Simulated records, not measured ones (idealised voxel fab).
Process module in this document: voxel self aligned vias
Cross-section cut spans 235 nm and uses square cells 5 nm in size.
Throughout this document, each cross-section is represented as a grid of square cells and is presented as a sequence of bands enumerated from the top downward, where a band comprises one or more rows of cells.
In this notation a band is specified by the heights of its top and bottom, in that order and in nm, after which its materials appear from left to right, each paired with its width in nm. The word "all across" attached to a single material means that material fills the band from edge to edge; the word "empty" stands for empty space.
Convention: height 0 is the level below which the wafer, as received, is all one material. The lowest band does not terminate at the bottom but continues downward, represented as "0 and below".
The notation "30->40" denotes a width that varies across the rows of cells in the band, beginning at the first number in the top row, finishing at the second number in the bottom row, and changing by an identical amount from each row to the next.
"nothing was modified" for a step: no cell of the cross-section changed in that step.
If an empty space has no open way to the top and is at least 8 cells in size, "Fully sealed voids" lists it, written width x height at distance, where distance is measured from the left edge and every value is in nm.
Formally, on a step line, whatever follows the settings is a remark that the simulator itself makes on the step.
overlay nm: for a step with a mask, the amount by which the mask lay right of where it was planned; a negative amount means left of it.
Set out below are the planned steps of the process
step 1: RECEIVE with material Si
step 2: CONFORMAL_DEP with material SiO2, thk nm 10
step 3: CONFORMAL_DEP with material SiCN, thk nm 5
step 4: DIRECTIONAL_DEP with material SiO2, thk nm 20
step 5: MASKED_ETCH with tone open, mask id LINES, width nm 25, pitch nm 70, etch materials SiO2, depth nm 20, overlay nm 0
step 6: CONFORMAL_DEP with material TiN, thk nm 5
step 7: FILL_DEP with material W, thk nm 10
step 8: CMP with height nm 35
step 9: SELECTIVE_ETCH with etch materials W Ru TiN, depth nm 5
step 10: FILL_DEP with material SiN, thk nm 5
step 11: CMP with height nm 35
step 12: DIRECTIONAL_DEP with material SiO2, thk nm 15
step 13: MASKED_ETCH with tone open, mask id VIAS, width nm 45, pitch nm 70, etch materials SiO2, depth nm 15, overlay nm 0
step 14: MASKED_ETCH with tone open, mask id VIAS, width nm 45, pitch nm 70, etch materials SiN, depth nm 5, overlay nm 0
step 15: CONFORMAL_DEP with material TiN, thk nm 5
step 16: FILL_DEP with material W, thk nm 10
step 17: CMP with height nm 50
step 18: CONFORMAL_DEP with material SiN, thk nm 5
The first of two wafers, run as planned
Incoming wafer, cross-sectional view, post step 1
    0 and below  Si all across
    Fully sealed voids: none
So this is the wafer cross-section right after step 2
    10 down to 0  SiO2 all across
    Unchanged below 0.
So this is the wafer cross-section right after step 3
    15 down to 10  SiCN all across
    Unchanged below 10.
So this is the wafer cross-section right after step 4
    35 down to 15  SiO2 all across
    Unchanged below 15.
So this is the wafer cross-section right after step 5
    35 down to 15  70 nm SiO2, 25 nm empty, 45 nm SiO2, 25 nm empty, 70 nm SiO2
    Unchanged below 15.
So this is the wafer cross-section right after step 6
    40 down to 35  75 nm TiN, 15 nm empty, 55 nm TiN, 15 nm empty, 75 nm TiN
    35 down to 20  70 nm SiO2, 5 nm TiN, 15 nm empty, 5 nm TiN, 45 nm SiO2, 5 nm TiN, 15 nm empty, 5 nm TiN, 70 nm SiO2
    20 down to 15  70 nm SiO2, 25 nm TiN, 45 nm SiO2, 25 nm TiN, 70 nm SiO2
    Unchanged below 15.
So this is the wafer cross-section right after step 7
    50 down to 40  W all across
    40 down to 35  75 nm TiN, 15 nm W, 55 nm TiN, 15 nm W, 75 nm TiN
    35 down to 20  70 nm SiO2, 5 nm TiN, 15 nm W, 5 nm TiN, 45 nm SiO2, 5 nm TiN, 15 nm W, 5 nm TiN, 70 nm SiO2
    Unchanged below 20.
So this is the wafer cross-section right after step 8
    35 down to 20  70 nm SiO2, 5 nm TiN, 15 nm W, 5 nm TiN, 45 nm SiO2, 5 nm TiN, 15 nm W, 5 nm TiN, 70 nm SiO2
    Unchanged below 20.
So this is the wafer cross-section right after step 9
    35 down to 30  70 nm SiO2, 25 nm empty, 45 nm SiO2, 25 nm empty, 70 nm SiO2
    Unchanged below 30.
So this is the wafer cross-section right after step 10
    40 down to 35  SiN all across
    35 down to 30  70 nm SiO2, 25 nm SiN, 45 nm SiO2, 25 nm SiN, 70 nm SiO2
    Unchanged below 30.
So this is the wafer cross-section right after step 11
    35 down to 30  70 nm SiO2, 25 nm SiN, 45 nm SiO2, 25 nm SiN, 70 nm SiO2
    Unchanged below 30.
So this is the wafer cross-section right after step 12
    50 down to 35  SiO2 all across
    Unchanged below 35.
So this is the wafer cross-section right after step 13
    50 down to 35  60 nm SiO2, 45 nm empty, 25 nm SiO2, 45 nm empty, 60 nm SiO2
    Unchanged below 35.
So this is the wafer cross-section right after step 14
    50 down to 35  60 nm SiO2, 45 nm empty, 25 nm SiO2, 45 nm empty, 60 nm SiO2
    35 down to 30  70 nm SiO2, 25 nm empty, 45 nm SiO2, 25 nm empty, 70 nm SiO2
    Unchanged below 30.
So this is the wafer cross-section right after step 15
    55 down to 50  65 nm TiN, 35 nm empty, 35 nm TiN, 35 nm empty, 65 nm TiN
    50 down to 40  60 nm SiO2, 5 nm TiN, 35 nm empty, 5 nm TiN, 25 nm SiO2, 5 nm TiN, 35 nm empty, 5 nm TiN, 60 nm SiO2
    40 down to 35  60 nm SiO2, 15 nm TiN, 15 nm empty, 15 nm TiN, 25 nm SiO2, 15 nm TiN, 15 nm empty, 15 nm TiN, 60 nm SiO2
    35 down to 30  70 nm SiO2, 25 nm TiN, 45 nm SiO2, 25 nm TiN, 70 nm SiO2
    Unchanged below 30.
So this is the wafer cross-section right after step 16
    65 down to 55  W all across
    55 down to 50  65 nm TiN, 35 nm W, 35 nm TiN, 35 nm W, 65 nm TiN
    50 down to 40  60 nm SiO2, 5 nm TiN, 35 nm W, 5 nm TiN, 25 nm SiO2, 5 nm TiN, 35 nm W, 5 nm TiN, 60 nm SiO2
    40 down to 35  60 nm SiO2, 15 nm TiN, 15 nm W, 15 nm TiN, 25 nm SiO2, 15 nm TiN, 15 nm W, 15 nm TiN, 60 nm SiO2
    Unchanged below 35.
So this is the wafer cross-section right after step 17
    50 down to 40  60 nm SiO2, 5 nm TiN, 35 nm W, 5 nm TiN, 25 nm SiO2, 5 nm TiN, 35 nm W, 5 nm TiN, 60 nm SiO2
    Unchanged below 40.
So this is the wafer cross-section right after step 18
    55 down to 50  SiN all across
    Unchanged below 50.
Second wafer - shared start and plan with the first - one error in running - same as the first up to step 4 inclusive
Cross-sectional view of the second wafer at the intended end time of process step 5
    35 down to 15  70 nm empty, 25 nm SiO2, 45 nm empty, 25 nm SiO2, 70 nm empty
    Unchanged below 15.
Cross-sectional view of the second wafer at the intended end time of process step 6
    40 down to 35  65 nm empty, 35 nm TiN, 35 nm empty, 35 nm TiN, 65 nm empty
    35 down to 20  65 nm empty, 5 nm TiN, 25 nm SiO2, 5 nm TiN, 35 nm empty, 5 nm TiN, 25 nm SiO2, 5 nm TiN, 65 nm empty
    20 down to 15  70 nm TiN, 25 nm SiO2, 45 nm TiN, 25 nm SiO2, 70 nm TiN
    Unchanged below 15.
Cross-sectional view of the second wafer at the intended end time of process step 7
    50 down to 40  W all across
    40 down to 35  65 nm W, 35 nm TiN, 35 nm W, 35 nm TiN, 65 nm W
    35 down to 20  65 nm W, 5 nm TiN, 25 nm SiO2, 5 nm TiN, 35 nm W, 5 nm TiN, 25 nm SiO2, 5 nm TiN, 65 nm W
    Unchanged below 20.
Cross-sectional view of the second wafer at the intended end time of process step 8
    35 down to 20  65 nm W, 5 nm TiN, 25 nm SiO2, 5 nm TiN, 35 nm W, 5 nm TiN, 25 nm SiO2, 5 nm TiN, 65 nm W
    Unchanged below 20.
Cross-sectional view of the second wafer at the intended end time of process step 9
    35 down to 30  70 nm empty, 25 nm SiO2, 45 nm empty, 25 nm SiO2, 70 nm empty
    Unchanged below 30.
Cross-sectional view of the second wafer at the intended end time of process step 10
    40 down to 35  SiN all across
    35 down to 30  70 nm SiN, 25 nm SiO2, 45 nm SiN, 25 nm SiO2, 70 nm SiN
    Unchanged below 30.
Cross-sectional view of the second wafer at the intended end time of process step 11
    35 down to 30  70 nm SiN, 25 nm SiO2, 45 nm SiN, 25 nm SiO2, 70 nm SiN
    Unchanged below 30.
Cross-sectional view of the second wafer at the intended end time of process step 12
    50 down to 35  SiO2 all across
    Unchanged below 35.
Cross-sectional view of the second wafer at the intended end time of process step 13
    50 down to 35  60 nm SiO2, 45 nm empty, 25 nm SiO2, 45 nm empty, 60 nm SiO2
    Unchanged below 35.
Cross-sectional view of the second wafer at the intended end time of process step 14
    50 down to 35  60 nm SiO2, 45 nm empty, 25 nm SiO2, 45 nm empty, 60 nm SiO2
    35 down to 30  60 nm SiN, 10 nm empty, 25 nm SiO2, 10 nm empty, 25 nm SiN, 10 nm empty, 25 nm SiO2, 10 nm empty, 60 nm SiN
    Unchanged below 30.
Cross-sectional view of the second wafer at the intended end time of process step 15
    55 down to 50  65 nm TiN, 35 nm empty, 35 nm TiN, 35 nm empty, 65 nm TiN
    50 down to 40  60 nm SiO2, 5 nm TiN, 35 nm empty, 5 nm TiN, 25 nm SiO2, 5 nm TiN, 35 nm empty, 5 nm TiN, 60 nm SiO2
    40 down to 35  60 nm SiO2, 45 nm TiN, 25 nm SiO2, 45 nm TiN, 60 nm SiO2
    35 down to 30  60 nm SiN, 10 nm TiN, 25 nm SiO2, 10 nm TiN, 25 nm SiN, 10 nm TiN, 25 nm SiO2, 10 nm TiN, 60 nm SiN
    Unchanged below 30.
Cross-sectional view of the second wafer at the intended end time of process step 16
    65 down to 55  W all across
    55 down to 50  65 nm TiN, 35 nm W, 35 nm TiN, 35 nm W, 65 nm TiN
    50 down to 40  60 nm SiO2, 5 nm TiN, 35 nm W, 5 nm TiN, 25 nm SiO2, 5 nm TiN, 35 nm W, 5 nm TiN, 60 nm SiO2
    Unchanged below 40.
Cross-sectional view of the second wafer at the intended end time of process step 17
    50 down to 40  60 nm SiO2, 5 nm TiN, 35 nm W, 5 nm TiN, 25 nm SiO2, 5 nm TiN, 35 nm W, 5 nm TiN, 60 nm SiO2
    Unchanged below 40.
Cross-sectional view of the second wafer at the intended end time of process step 18
    55 down to 50  SiN all across
    Unchanged below 50.
Error vs. plan: heads up, step 5 didn't go per plan, it actually ran as MASKED_ETCH with tone cover, mask id LINES, width nm 25, pitch nm 70, etch materials SiO2, depth nm 20, overlay nm 0
Final difference in cells, second wafer against first, listed per material as more or fewer: SiN: 29 more, SiO2: 108 fewer, TiN: 31 more, W: 48 more
